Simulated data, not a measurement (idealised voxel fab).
voxel transistor to metal: a process module
FYI the section here is cut, 210 nm wide, cells are 5 nm squares.
Heads up, the way a cross-section reads in here is a grid of square cells, handed over as bands from the top down, with every band being one or more rows of cells.
Heads up on the band format: heights come first, top then bottom, in nm. After that it's the materials left to right, each with its width in nm. A single material flagged "full width" fills the whole band edge to edge, and "blank" means there's empty space there.
Height 0 is the level under which the wafer as received is all one material. The lowest band goes on downwards, as in "top 0, no bottom".
When a width is written as two numbers, as in "30->40", the first number is the width in the top row of cells of the band and the second is the width in its bottom row, and the width changes by the same amount from each row to the next.
The designation "no alteration", where it is given for a processing step, indicates that no cell of the cross-section was altered in the course of that step.
Listed in "Sealed voids": every empty space of 8 or more cells without an open way to the top. Form: width x height at distance, the distance being from the left edge, all in nm.
Past the settings on a step's line: simulator remark, on that step.
Among the settings permitted on a step's line is "overlay nm"; applied to a step with a mask, it specifies the extent to which the mask lay to the right of its planned position, whereas a negative figure signifies a position to the left.
So here's the lineup of process steps we planned
| 1 | RECEIVE: material Si |
| 2 | CONFORMAL_DEP: material SiO2, thk nm 5 |
| 3 | CONFORMAL_DEP: material SiN, thk nm 15 |
| 4 | PATTERN: tone cover, mask id ACTIVE, material resist, width nm 115, thk nm 15, overlay nm 0 |
| 5 | DIRECTIONAL_ETCH: etch materials SiN, depth nm 15 |
| 6 | DIRECTIONAL_ETCH: etch materials SiO2, depth nm 5 |
| 7 | DIRECTIONAL_ETCH: etch materials Si, depth nm 20 |
| 8 | STRIP: etch materials resist |
| 9 | FILL_DEP: material SiO2, thk nm 10 |
| 10 | CMP: height nm 20 |
| 11 | SELECTIVE_ETCH: etch materials SiO2, depth nm 15 |
| 12 | STRIP: etch materials SiN |
| 13 | SELECTIVE_ETCH: etch materials SiO2, depth nm 5 |
| 14 | OXIDIZE: depth nm 5 |
| 15 | DIRECTIONAL_DEP: material polySi, thk nm 25 |
| 16 | DIRECTIONAL_DEP: material SiCN, thk nm 10 |
| 17 | PATTERN: tone cover, mask id GATE, material resist, width nm 25, thk nm 20, overlay nm 0 |
| 18 | DIRECTIONAL_ETCH: etch materials SiCN, depth nm 20 |
| 19 | DIRECTIONAL_ETCH: etch materials polySi, depth nm 35 |
| 20 | STRIP: etch materials resist |
| 21 | CONFORMAL_DEP: material SiO2, thk nm 5 |
| 22 | DIRECTIONAL_ETCH: etch materials SiO2, depth nm 5 |
| 23 | CONFORMAL_DEP: material SiN, thk nm 10 |
| 24 | DIRECTIONAL_ETCH: etch materials SiN, depth nm 10 |
| 25 | DIRECTIONAL_ETCH: etch materials SiO2, depth nm 5 |
| 26 | DIRECTIONAL_ETCH: etch materials Si, depth nm 15 |
| 27 | EPI: material pSi, thk nm 20 |
| 28 | FILL_DEP: material SiO2, thk nm 10 |
| 29 | CMP: height nm 35 |
| 30 | DIRECTIONAL_DEP: material SiO2, thk nm 15 |
| 31 | DIRECTIONAL_DEP: material aC, thk nm 15 |
| 32 | PATTERN: tone open, mask id CONTACT, material resist, width nm 30, pitch nm 65, thk nm 30, overlay nm 0 |
| 33 | DIRECTIONAL_ETCH: etch materials aC, depth nm 15 |
| 34 | STRIP: etch materials resist |
| 35 | DIRECTIONAL_ETCH: etch materials SiO2, depth nm 35 |
| 36 | STRIP: etch materials aC |
| 37 | CONFORMAL_DEP: material TiN, thk nm 5 |
| 38 | FILL_DEP: material W, thk nm 10 |
| 39 | CMP: height nm 50 |
| 40 | CONFORMAL_DEP: material SiCN, thk nm 5 |
| 41 | DIRECTIONAL_DEP: material lowk, thk nm 20 |
| 42 | DIRECTIONAL_DEP: material aC, thk nm 10 |
| 43 | PATTERN: tone open, mask id METAL_1, material resist, width nm 15, pitch nm 80, thk nm 30, overlay nm 0 |
| 44 | DIRECTIONAL_ETCH: etch materials aC, depth nm 10 |
| 45 | STRIP: etch materials resist |
| 46 | DIRECTIONAL_ETCH: etch materials lowk, depth nm 20 |
| 47 | DIRECTIONAL_ETCH: etch materials SiCN, depth nm 5 |
| 48 | STRIP: etch materials aC |
| 49 | CONFORMAL_DEP: material TiN, thk nm 5 |
| 50 | FILL_DEP: material W, thk nm 10 |
| 51 | CMP: height nm 75 |
| 52 | EPI: material Ru, thk nm 5 |
| 53 | FILL_DEP: material SiCN, thk nm 5 |
| 54 | DIRECTIONAL_DEP: material SiO2, thk nm 30 |
| 55 | PATTERN: tone open, mask id METAL_2, material resist, width nm 15, pitch nm 80, thk nm 20, overlay nm 0 |
| 56 | DIRECTIONAL_ETCH: etch materials SiO2, depth nm 20 |
| 57 | STRIP: etch materials resist |
| 58 | MASKED_ETCH: tone open, mask id METAL_2_HOLES, width nm 15, pitch nm 80, etch materials SiO2, depth nm 10, overlay nm 0 |
| 59 | MASKED_ETCH: tone open, mask id METAL_2_HOLES, width nm 15, pitch nm 80, etch materials SiCN, depth nm 5, overlay nm 0 |
| 60 | CONFORMAL_DEP: material TiN, thk nm 5 |
| 61 | FILL_DEP: material Cu, thk nm 10 |
| 62 | CMP: height nm 115 |
| 63 | CONFORMAL_DEP: material SiN, thk nm 5 |
Account of the first of two wafers, which was processed as intended
Cross-section: wafer on arrival = after step 1
top 0, no bottom = Si full width
Sealed voids: none
State of the wafer after step 2, shown in cross-section
top 5, bottom 0 = SiO2 full width
Under 0: no change, same as before.
State of the wafer after step 3, shown in cross-section
top 20, bottom 5 = SiN full width
Under 5: no change, same as before.
State of the wafer after step 4, shown in cross-section
top 35, bottom 20 = blank 45, resist 115, blank 50
Under 20: no change, same as before.
State of the wafer after step 5, shown in cross-section
top 35, bottom 20 = blank 45, resist 115, blank 50
top 20, bottom 5 = blank 45, SiN 115, blank 50
Under 5: no change, same as before.
State of the wafer after step 6, shown in cross-section
top 35, bottom 20 = blank 45, resist 115, blank 50
top 20, bottom 5 = blank 45, SiN 115, blank 50
top 5, bottom 0 = blank 45, SiO2 115, blank 50
Under 0: no change, same as before.
State of the wafer after step 7, shown in cross-section
top 35, bottom 20 = blank 45, resist 115, blank 50
top 20, bottom 5 = blank 45, SiN 115, blank 50
top 5, bottom 0 = blank 45, SiO2 115, blank 50
top 0, bottom -20 = blank 45, Si 115, blank 50
Under -20: no change, same as before.
State of the wafer after step 8, shown in cross-section
top 20, bottom 5 = blank 45, SiN 115, blank 50
Under 5: no change, same as before.
State of the wafer after step 9, shown in cross-section
top 30, bottom 20 = SiO2 full width
top 20, bottom 5 = SiO2 45, SiN 115, SiO2 50
top 5, bottom 0 = SiO2 full width
top 0, bottom -20 = SiO2 45, Si 115, SiO2 50
Under -20: no change, same as before.
State of the wafer after step 10, shown in cross-section
top 20, bottom 5 = SiO2 45, SiN 115, SiO2 50
Under 5: no change, same as before.
State of the wafer after step 11, shown in cross-section
top 20, bottom 5 = blank 45, SiN 115, blank 50
Under 5: no change, same as before.
State of the wafer after step 12, shown in cross-section
top 5, bottom 0 = SiO2 full width
Under 0: no change, same as before.
State of the wafer after step 13, shown in cross-section
top 0, bottom -20 = SiO2 45, Si 115, SiO2 50
Under -20: no change, same as before.
State of the wafer after step 14, shown in cross-section
top 0, bottom -5 = SiO2 full width
Under -5: no change, same as before.
State of the wafer after step 15, shown in cross-section
top 25, bottom 0 = polySi full width
Under 0: no change, same as before.
State of the wafer after step 16, shown in cross-section
top 35, bottom 25 = SiCN full width
Under 25: no change, same as before.
State of the wafer after step 17, shown in cross-section
top 55, bottom 35 = blank 90, resist 25, blank 95
Under 35: no change, same as before.
State of the wafer after step 18, shown in cross-section
top 55, bottom 35 = blank 90, resist 25, blank 95
top 35, bottom 25 = blank 90, SiCN 25, blank 95
Under 25: no change, same as before.
State of the wafer after step 19, shown in cross-section
top 55, bottom 35 = blank 90, resist 25, blank 95
top 35, bottom 25 = blank 90, SiCN 25, blank 95
top 25, bottom 0 = blank 90, polySi 25, blank 95
Under 0: no change, same as before.
State of the wafer after step 20, shown in cross-section
top 35, bottom 25 = blank 90, SiCN 25, blank 95
Under 25: no change, same as before.
State of the wafer after step 21, shown in cross-section
top 40, bottom 35 = blank 85, SiO2 35, blank 90
top 35, bottom 25 = blank 85, SiO2 5, SiCN 25, SiO2 5, blank 90
top 25, bottom 5 = blank 85, SiO2 5, polySi 25, SiO2 5, blank 90
top 5, bottom 0 = SiO2 90, polySi 25, SiO2 95
Under 0: no change, same as before.
State of the wafer after step 22, shown in cross-section
top 35, bottom 25 = blank 85, SiO2 5, SiCN 25, SiO2 5, blank 90
top 25, bottom 0 = blank 85, SiO2 5, polySi 25, SiO2 5, blank 90
Under 0: no change, same as before.
State of the wafer after step 23, shown in cross-section
top 45, bottom 35 = blank 75, SiN 55, blank 80
top 35, bottom 25 = blank 75, SiN 10, SiO2 5, SiCN 25, SiO2 5, SiN 10, blank 80
top 25, bottom 10 = blank 75, SiN 10, SiO2 5, polySi 25, SiO2 5, SiN 10, blank 80
top 10, bottom 0 = SiN 85, SiO2 5, polySi 25, SiO2 5, SiN 90
Under 0: no change, same as before.
State of the wafer after step 24, shown in cross-section
top 35, bottom 25 = blank 75, SiN 10, SiO2 5, SiCN 25, SiO2 5, SiN 10, blank 80
top 25, bottom 0 = blank 75, SiN 10, SiO2 5, polySi 25, SiO2 5, SiN 10, blank 80
Under 0: no change, same as before.
State of the wafer after step 25, shown in cross-section
top 35, bottom 30 = blank 75, SiN 10, blank 5, SiCN 25, blank 5, SiN 10, blank 80
top 30, bottom 25 = blank 75, SiN 10, SiO2 5, SiCN 25, SiO2 5, SiN 10, blank 80
top 25, bottom 0 = blank 75, SiN 10, SiO2 5, polySi 25, SiO2 5, SiN 10, blank 80
top 0, bottom -5 = blank 75, SiO2 55, blank 80
Under -5: no change, same as before.
State of the wafer after step 26, shown in cross-section
top 35, bottom 30 = blank 75, SiN 10, blank 5, SiCN 25, blank 5, SiN 10, blank 80
top 30, bottom 25 = blank 75, SiN 10, SiO2 5, SiCN 25, SiO2 5, SiN 10, blank 80
top 25, bottom 0 = blank 75, SiN 10, SiO2 5, polySi 25, SiO2 5, SiN 10, blank 80
top 0, bottom -5 = blank 75, SiO2 55, blank 80
top -5, bottom -20 = SiO2 45, blank 30, Si 55, blank 30, SiO2 50
Under -20: no change, same as before.
State of the wafer after step 27, shown in cross-section
top 35, bottom 30 = blank 75, SiN 10, blank 5, SiCN 25, blank 5, SiN 10, blank 80
top 30, bottom 25 = blank 75, SiN 10, SiO2 5, SiCN 25, SiO2 5, SiN 10, blank 80
top 25, bottom 15 = blank 75, SiN 10, SiO2 5, polySi 25, SiO2 5, SiN 10, blank 80
top 15, bottom 0 = blank 55, pSi 20, SiN 10, SiO2 5, polySi 25, SiO2 5, SiN 10, pSi 20, blank 60
top 0, bottom -5 = blank 40, pSi 35, SiO2 55, pSi 35, blank 45
top -5, bottom -20 = SiO2 45, pSi 30, Si 55, pSi 30, SiO2 50
Under -20: no change, same as before.
State of the wafer after step 28, shown in cross-section
top 45, bottom 35 = SiO2 full width
top 35, bottom 25 = SiO2 75, SiN 10, SiO2 5, SiCN 25, SiO2 5, SiN 10, SiO2 80
top 25, bottom 15 = SiO2 75, SiN 10, SiO2 5, polySi 25, SiO2 5, SiN 10, SiO2 80
top 15, bottom 0 = SiO2 55, pSi 20, SiN 10, SiO2 5, polySi 25, SiO2 5, SiN 10, pSi 20, SiO2 60
top 0, bottom -5 = SiO2 40, pSi 35, SiO2 55, pSi 35, SiO2 45
Under -5: no change, same as before.
State of the wafer after step 29, shown in cross-section
top 35, bottom 25 = SiO2 75, SiN 10, SiO2 5, SiCN 25, SiO2 5, SiN 10, SiO2 80
Under 25: no change, same as before.
State of the wafer after step 30, shown in cross-section
top 50, bottom 35 = SiO2 full width
Under 35: no change, same as before.
State of the wafer after step 31, shown in cross-section
top 65, bottom 50 = aC full width
Under 50: no change, same as before.
State of the wafer after step 32, shown in cross-section
top 95, bottom 65 = resist 55, blank 30, resist 35, blank 30, resist 60
Under 65: no change, same as before.
State of the wafer after step 33, shown in cross-section
top 80, bottom 65 = resist 55, blank 30, resist 35, blank 30, resist 60
top 65, bottom 50 = aC 55, blank 30, aC 35, blank 30, aC 60
Under 50: no change, same as before.
State of the wafer after step 34, shown in cross-section
top 65, bottom 50 = aC 55, blank 30, aC 35, blank 30, aC 60
Under 50: no change, same as before.
State of the wafer after step 35, shown in cross-section
top 65, bottom 50 = aC 55, blank 30, aC 35, blank 30, aC 60
top 50, bottom 35 = SiO2 55, blank 30, SiO2 35, blank 30, SiO2 60
top 35, bottom 25 = SiO2 55, blank 20, SiN 10, SiO2 5, SiCN 25, SiO2 5, SiN 10, blank 20, SiO2 60
top 25, bottom 15 = SiO2 55, blank 20, SiN 10, SiO2 5, polySi 25, SiO2 5, SiN 10, blank 20, SiO2 60
Under 15: no change, same as before.
State of the wafer after step 36, shown in cross-section
top 50, bottom 35 = SiO2 55, blank 30, SiO2 35, blank 30, SiO2 60
Under 35: no change, same as before.
State of the wafer after step 37, shown in cross-section
top 55, bottom 50 = TiN 60, blank 20, TiN 45, blank 20, TiN 65
top 50, bottom 40 = SiO2 55, TiN 5, blank 20, TiN 5, SiO2 35, TiN 5, blank 20, TiN 5, SiO2 60
top 40, bottom 35 = SiO2 55, TiN 5, blank 10, TiN 15, SiO2 35, TiN 15, blank 10, TiN 5, SiO2 60
top 35, bottom 25 = SiO2 55, TiN 5, blank 10, TiN 5, SiN 10, SiO2 5, SiCN 25, SiO2 5, SiN 10, TiN 5, blank 10, TiN 5, SiO2 60
top 25, bottom 20 = SiO2 55, TiN 5, blank 10, TiN 5, SiN 10, SiO2 5, polySi 25, SiO2 5, SiN 10, TiN 5, blank 10, TiN 5, SiO2 60
top 20, bottom 15 = SiO2 55, TiN 20, SiN 10, SiO2 5, polySi 25, SiO2 5, SiN 10, TiN 20, SiO2 60
Under 15: no change, same as before.
State of the wafer after step 38, shown in cross-section
top 65, bottom 55 = W full width
top 55, bottom 50 = TiN 60, W 20, TiN 45, W 20, TiN 65
top 50, bottom 40 = SiO2 55, TiN 5, W 20, TiN 5, SiO2 35, TiN 5, W 20, TiN 5, SiO2 60
top 40, bottom 35 = SiO2 55, TiN 5, W 10, TiN 15, SiO2 35, TiN 15, W 10, TiN 5, SiO2 60
top 35, bottom 25 = SiO2 55, TiN 5, W 10, TiN 5, SiN 10, SiO2 5, SiCN 25, SiO2 5, SiN 10, TiN 5, W 10, TiN 5, SiO2 60
top 25, bottom 20 = SiO2 55, TiN 5, W 10, TiN 5, SiN 10, SiO2 5, polySi 25, SiO2 5, SiN 10, TiN 5, W 10, TiN 5, SiO2 60
Under 20: no change, same as before.
State of the wafer after step 39, shown in cross-section
top 50, bottom 40 = SiO2 55, TiN 5, W 20, TiN 5, SiO2 35, TiN 5, W 20, TiN 5, SiO2 60
Under 40: no change, same as before.
State of the wafer after step 40, shown in cross-section
top 55, bottom 50 = SiCN full width
Under 50: no change, same as before.
State of the wafer after step 41, shown in cross-section
top 75, bottom 55 = lowk full width
Under 55: no change, same as before.
State of the wafer after step 42, shown in cross-section
top 85, bottom 75 = aC full width
Under 75: no change, same as before.
State of the wafer after step 43, shown in cross-section
top 115, bottom 85 = resist 55, blank 15, resist 65, blank 15, resist 60
Under 85: no change, same as before.
State of the wafer after step 44, shown in cross-section
top 105, bottom 85 = resist 55, blank 15, resist 65, blank 15, resist 60
top 85, bottom 75 = aC 55, blank 15, aC 65, blank 15, aC 60
Under 75: no change, same as before.
State of the wafer after step 45, shown in cross-section
top 85, bottom 75 = aC 55, blank 15, aC 65, blank 15, aC 60
Under 75: no change, same as before.
State of the wafer after step 46, shown in cross-section
top 85, bottom 75 = aC 55, blank 15, aC 65, blank 15, aC 60
top 75, bottom 55 = lowk 55, blank 15, lowk 65, blank 15, lowk 60
Under 55: no change, same as before.
State of the wafer after step 47, shown in cross-section
top 85, bottom 75 = aC 55, blank 15, aC 65, blank 15, aC 60
top 75, bottom 55 = lowk 55, blank 15, lowk 65, blank 15, lowk 60
top 55, bottom 50 = SiCN 55, blank 15, SiCN 65, blank 15, SiCN 60
Under 50: no change, same as before.
State of the wafer after step 48, shown in cross-section
top 75, bottom 55 = lowk 55, blank 15, lowk 65, blank 15, lowk 60
Under 55: no change, same as before.
State of the wafer after step 49, shown in cross-section
top 80, bottom 75 = TiN 60, blank 5, TiN 75, blank 5, TiN 65
top 75, bottom 55 = lowk 55, TiN 5, blank 5, TiN 5, lowk 65, TiN 5, blank 5, TiN 5, lowk 60
top 55, bottom 50 = SiCN 55, TiN 15, SiCN 65, TiN 15, SiCN 60
Under 50: no change, same as before.
State of the wafer after step 50, shown in cross-section
top 90, bottom 80 = W full width
top 80, bottom 75 = TiN 60, W 5, TiN 75, W 5, TiN 65
top 75, bottom 55 = lowk 55, TiN 5, W 5, TiN 5, lowk 65, TiN 5, W 5, TiN 5, lowk 60
Under 55: no change, same as before.
State of the wafer after step 51, shown in cross-section
top 75, bottom 55 = lowk 55, TiN 5, W 5, TiN 5, lowk 65, TiN 5, W 5, TiN 5, lowk 60
Under 55: no change, same as before.
State of the wafer after step 52, shown in cross-section
top 80, bottom 75 = blank 50, Ru 25, blank 55, Ru 25, blank 55
Under 75: no change, same as before.
State of the wafer after step 53, shown in cross-section
top 85, bottom 80 = SiCN full width
top 80, bottom 75 = SiCN 50, Ru 25, SiCN 55, Ru 25, SiCN 55
Under 75: no change, same as before.
State of the wafer after step 54, shown in cross-section
top 115, bottom 85 = SiO2 full width
Under 85: no change, same as before.
State of the wafer after step 55, shown in cross-section
top 135, bottom 115 = resist 55, blank 15, resist 65, blank 15, resist 60
Under 115: no change, same as before.
State of the wafer after step 56, shown in cross-section
top 135, bottom 115 = resist 55, blank 15, resist 65, blank 15, resist 60
top 115, bottom 95 = SiO2 55, blank 15, SiO2 65, blank 15, SiO2 60
Under 95: no change, same as before.
State of the wafer after step 57, shown in cross-section
top 115, bottom 95 = SiO2 55, blank 15, SiO2 65, blank 15, SiO2 60
Under 95: no change, same as before.
State of the wafer after step 58, shown in cross-section
top 115, bottom 85 = SiO2 55, blank 15, SiO2 65, blank 15, SiO2 60
Under 85: no change, same as before.
State of the wafer after step 59, shown in cross-section
top 115, bottom 85 = SiO2 55, blank 15, SiO2 65, blank 15, SiO2 60
top 85, bottom 80 = SiCN 55, blank 15, SiCN 65, blank 15, SiCN 60
Under 80: no change, same as before.
State of the wafer after step 60, shown in cross-section
top 120, bottom 115 = TiN 60, blank 5, TiN 75, blank 5, TiN 65
top 115, bottom 85 = SiO2 55, TiN 5, blank 5, TiN 5, SiO2 65, TiN 5, blank 5, TiN 5, SiO2 60
top 85, bottom 80 = SiCN 55, TiN 15, SiCN 65, TiN 15, SiCN 60
Under 80: no change, same as before.
State of the wafer after step 61, shown in cross-section
top 130, bottom 120 = Cu full width
top 120, bottom 115 = TiN 60, Cu 5, TiN 75, Cu 5, TiN 65
top 115, bottom 85 = SiO2 55, TiN 5, Cu 5, TiN 5, SiO2 65, TiN 5, Cu 5, TiN 5, SiO2 60
Under 85: no change, same as before.
State of the wafer after step 62, shown in cross-section
top 115, bottom 85 = SiO2 55, TiN 5, Cu 5, TiN 5, SiO2 65, TiN 5, Cu 5, TiN 5, SiO2 60
Under 85: no change, same as before.
State of the wafer after step 63, shown in cross-section
top 120, bottom 115 = SiN full width
Under 115: no change, same as before.
The remaining wafer, second of the two, started like the first and was run to the same plan, except that one mistake was made along the way; the two coincide through step 53, inclusive
Cross-sectional representation of the second wafer at the time designated in the plan for the completion of step 54
top 110, bottom 85 = SiO2 full width
Under 85: no change, same as before.
Cross-sectional representation of the second wafer at the time designated in the plan for the completion of step 55
top 130, bottom 110 = resist 55, blank 15, resist 65, blank 15, resist 60
Under 110: no change, same as before.
Cross-sectional representation of the second wafer at the time designated in the plan for the completion of step 56
top 130, bottom 110 = resist 55, blank 15, resist 65, blank 15, resist 60
top 110, bottom 90 = SiO2 55, blank 15, SiO2 65, blank 15, SiO2 60
Under 90: no change, same as before.
Cross-sectional representation of the second wafer at the time designated in the plan for the completion of step 57
top 110, bottom 90 = SiO2 55, blank 15, SiO2 65, blank 15, SiO2 60
Under 90: no change, same as before.
Cross-sectional representation of the second wafer at the time designated in the plan for the completion of step 58
top 110, bottom 85 = SiO2 55, blank 15, SiO2 65, blank 15, SiO2 60
Under 85: no change, same as before.
Cross-sectional representation of the second wafer at the time designated in the plan for the completion of step 59
top 110, bottom 85 = SiO2 55, blank 15, SiO2 65, blank 15, SiO2 60
top 85, bottom 80 = SiCN 55, blank 15, SiCN 65, blank 15, SiCN 60
Under 80: no change, same as before.
Cross-sectional representation of the second wafer at the time designated in the plan for the completion of step 60
top 115, bottom 110 = TiN 60, blank 5, TiN 75, blank 5, TiN 65
top 110, bottom 85 = SiO2 55, TiN 5, blank 5, TiN 5, SiO2 65, TiN 5, blank 5, TiN 5, SiO2 60
top 85, bottom 80 = SiCN 55, TiN 15, SiCN 65, TiN 15, SiCN 60
Under 80: no change, same as before.
Cross-sectional representation of the second wafer at the time designated in the plan for the completion of step 61
top 125, bottom 115 = Cu full width
top 115, bottom 110 = TiN 60, Cu 5, TiN 75, Cu 5, TiN 65
top 110, bottom 85 = SiO2 55, TiN 5, Cu 5, TiN 5, SiO2 65, TiN 5, Cu 5, TiN 5, SiO2 60
Under 85: no change, same as before.
Cross-sectional representation of the second wafer at the time designated in the plan for the completion of step 62
top 115, bottom 110 = TiN 60, Cu 5, TiN 75, Cu 5, TiN 65
Under 110: no change, same as before.
Cross-sectional representation of the second wafer at the time designated in the plan for the completion of step 63
top 120, bottom 115 = SiN full width
Under 115: no change, same as before.
Here's what went sideways: for step 54, the planned setting was not used; the step was instead run as DIRECTIONAL_DEP: material SiO2, thk nm 25
Bottom line after processing is that, in cells, the second wafer is up or down on some materials versus the first: -36 SiO2 | +36 TiN
